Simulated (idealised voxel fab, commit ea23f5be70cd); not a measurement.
The process module presented herein is designated voxel released beams.
Pictured: cross-section cut, 160 nm wide, on a grid of 5 nm square cells.
If you're reading a cross-section in this doc, picture square cells in a grid; it comes to you as bands, top ones listed first down to the bottom, and a band can be one or more rows of cells. What a band's entry tells you: where the top is and where the bottom is, as heights in nm, and after that what lies inside, material by material from left to right, each with its width in nm. Empty space is written as the word "blank", and a single material marked with the word "edge to edge" occupies the band from edge to edge. Basically, 0 is our baseline, since under it the wafer straight out of the box is all one material. The bottom band has no lower end and keeps on going down, so it looks like "0 down". The width entry "30..40" should be interpreted row by row: the top row of cells in the band takes the first number, the bottom row takes the second number, and the change between adjacent rows is uniform throughout. Key: "nothing altered" - step with no changed cell in the cross-section. What "Completely enclosed voids" gives you is every empty space of 8 cells or more that is cut off from the top. Each appears as width x height at distance, with the distance taken from the left edge and width, height and distance all in nm. Note: text after step settings on the step line = simulator remark on that step. When a step includes a mask, the "overlay nm" setting on its line states how far to the right of its planned place that mask lay, and negative values state how far to the left.
[The planned process steps are enumerated hereunder]
1) RECEIVE | material Si
2) CONFORMAL_DEP | material Al2O3 | thk nm 5
3) DIRECTIONAL_DEP | material SiO2 | thk nm 20
4) DIRECTIONAL_DEP | material aC | thk nm 10
5) PATTERN | tone open | mask id ANCHOR | material resist | width nm 25 | thk nm 25 | overlay nm 0
6) DIRECTIONAL_ETCH | etch materials aC | depth nm 10
7) STRIP | etch materials resist
8) DIRECTIONAL_ETCH | etch materials SiO2 | depth nm 20
9) STRIP | etch materials aC
10) CONFORMAL_DEP | material polySi | thk nm 10
11) PATTERN | tone cover | mask id BEAM | material resist | width nm 90 | thk nm 15 | overlay nm 0
12) DIRECTIONAL_ETCH | etch materials polySi | depth nm 10
13) STRIP | etch materials resist
14) STRIP | etch materials SiO2
[Below: the first of two wafers, run as planned]
[Wafer at receipt (post step 1), cross-section]
	0 down: Si edge to edge
	Completely enclosed voids: none
[Wafer xsec, post step 2]
	5 to 0: Al2O3 edge to edge
	Lower than 0, everything is as it was.
[Wafer xsec, post step 3]
	25 to 5: SiO2 edge to edge
	Lower than 5, everything is as it was.
[Wafer xsec, post step 4]
	35 to 25: aC edge to edge
	Lower than 25, everything is as it was.
[Wafer xsec, post step 5]
	60 to 35: resist (35) / blank (25) / resist (100)
	Lower than 35, everything is as it was.
[Wafer xsec, post step 6]
	50 to 35: resist (35) / blank (25) / resist (100)
	35 to 25: aC (35) / blank (25) / aC (100)
	Lower than 25, everything is as it was.
[Wafer xsec, post step 7]
	35 to 25: aC (35) / blank (25) / aC (100)
	Lower than 25, everything is as it was.
[Wafer xsec, post step 8]
	35 to 25: aC (35) / blank (25) / aC (100)
	25 to 5: SiO2 (35) / blank (25) / SiO2 (100)
	Lower than 5, everything is as it was.
[Wafer xsec, post step 9]
	25 to 5: SiO2 (35) / blank (25) / SiO2 (100)
	Lower than 5, everything is as it was.
[Wafer xsec, post step 10]
	35 to 25: polySi (45) / blank (5) / polySi (110)
	25 to 15: SiO2 (35) / polySi (10) / blank (5) / polySi (10) / SiO2 (100)
	15 to 5: SiO2 (35) / polySi (25) / SiO2 (100)
	Lower than 5, everything is as it was.
[Wafer xsec, post step 11]
	50 to 35: blank (30) / resist (90) / blank (40)
	35 to 25: polySi (45) / resist (5) / polySi (110)
	25 to 15: SiO2 (35) / polySi (10) / resist (5) / polySi (10) / SiO2 (100)
	Lower than 15, everything is as it was.
[Wafer xsec, post step 12]
	50 to 35: blank (30) / resist (90) / blank (40)
	35 to 25: blank (30) / polySi (15) / resist (5) / polySi (70) / blank (40)
	Lower than 25, everything is as it was.
[Wafer xsec, post step 13]
	35 to 25: blank (30) / polySi (15) / blank (5) / polySi (70) / blank (40)
	25 to 15: SiO2 (35) / polySi (10) / blank (5) / polySi (10) / SiO2 (100)
	Lower than 15, everything is as it was.
[Wafer xsec, post step 14]
	35 to 25: blank (30) / polySi (15) / blank (5) / polySi (70) / blank (40)
	25 to 15: blank (35) / polySi (10) / blank (5) / polySi (10) / blank (100)
	15 to 5: blank (35) / polySi (25) / blank (100)
	Lower than 5, everything is as it was.
[The Second Wafer: Common Origin and Plan, One Mistake in Execution, Identical to the First Through Step 10]
[Second wafer at the planned finish of step 11, seen in cross-section]
	50 to 35: blank (25) / resist (90) / blank (45)
	35 to 25: polySi (45) / resist (5) / polySi (110)
	25 to 15: SiO2 (35) / polySi (10) / resist (5) / polySi (10) / SiO2 (100)
	Lower than 15, everything is as it was.
[Second wafer at the planned finish of step 12, seen in cross-section]
	50 to 35: blank (25) / resist (90) / blank (45)
	35 to 25: blank (25) / polySi (20) / resist (5) / polySi (65) / blank (45)
	Lower than 25, everything is as it was.
[Second wafer at the planned finish of step 13, seen in cross-section]
	35 to 25: blank (25) / polySi (20) / blank (5) / polySi (65) / blank (45)
	25 to 15: SiO2 (35) / polySi (10) / blank (5) / polySi (10) / SiO2 (100)
	Lower than 15, everything is as it was.
[Second wafer at the planned finish of step 14, seen in cross-section]
	35 to 25: blank (25) / polySi (20) / blank (5) / polySi (65) / blank (45)
	25 to 15: blank (35) / polySi (10) / blank (5) / polySi (10) / blank (100)
	15 to 5: blank (35) / polySi (25) / blank (100)
	Lower than 5, everything is as it was.
Short version of what went wrong: so step 11 ended up running with a different setting than we planned, it ran as PATTERN | tone cover | mask id BEAM | material resist | width nm 90 | thk nm 15 | overlay nm -5
End check, second vs first wafer: material counts in cells match, positions do not.
